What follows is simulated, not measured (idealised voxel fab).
The following is a process module called voxel released beams.
We display cut, a cross-section 185 nm in width whose square cells are each 5 nm.
A cross-section in this document is a grid of square cells, and it is written down as bands, the top band listed before the ones below it; a band is made up of one or more rows of cells.
This entry defines a band. It first specifies the height of the band's top and the height of its bottom in nm, and then specifies the band's materials from left to right, stating each material with its width in nm. The word "edge to edge" identifies a single material that fills the band from edge to edge, while the word "blank" identifies empty space.
Basically, 0 is our baseline, since under it the wafer straight out of the box is all one material. The bottom band has no lower end and keeps on going down, so it looks like "0 and below".
Think of "30->40" as a width that walks from the first number to the second as you go down the band, top row to bottom row, taking equal-sized steps from row to row.
Any step labelled "nothing was modified" changed none of the cells in the cross-section.
Closed-off voids of 8+ cells (no open route to the top) go in "Enclosed internal voids", written width x height at distance from the left edge, in nm.
Whatever follows a step's settings on its line is a remark the simulator itself makes about that step.
overlay nm: for a step with a mask, the amount by which the mask lay right of where it was planned; a negative amount means left of it.
So here's the lineup of process steps we planned:
1) RECEIVE (material Si)
2) CONFORMAL_DEP (material Al2O3; thk nm 10)
3) DIRECTIONAL_DEP (material SiO2; thk nm 15)
4) DIRECTIONAL_DEP (material aC; thk nm 15)
5) PATTERN (tone open; mask id ANCHOR; material resist; width nm 40; thk nm 35; overlay nm 0)
6) DIRECTIONAL_ETCH (etch materials aC; depth nm 15)
7) STRIP (etch materials resist)
8) DIRECTIONAL_ETCH (etch materials SiO2; depth nm 15)
9) STRIP (etch materials aC)
10) CONFORMAL_DEP (material W; thk nm 15)
11) MASKED_ETCH (tone cover; mask id BEAM; width nm 105; etch materials W; depth nm 15; overlay nm 0)
12) STRIP (etch materials SiO2)
Cross-section: wafer on arrival = after step 1:
    0 and below  Si edge to edge
    Enclosed internal voids: none
A wafer at the end: this start, this plan, one mistake:
    30 down to 15  blank=35 / W=20 / blank=10 / W=75 / blank=45
    15 down to 0  blank=40 / W=40 / blank=105
    0 and below  Si edge to edge
    Enclosed internal voids: none
Nonconformance to the process plan: it should be noted that step 2 of the plan was omitted and was not performed
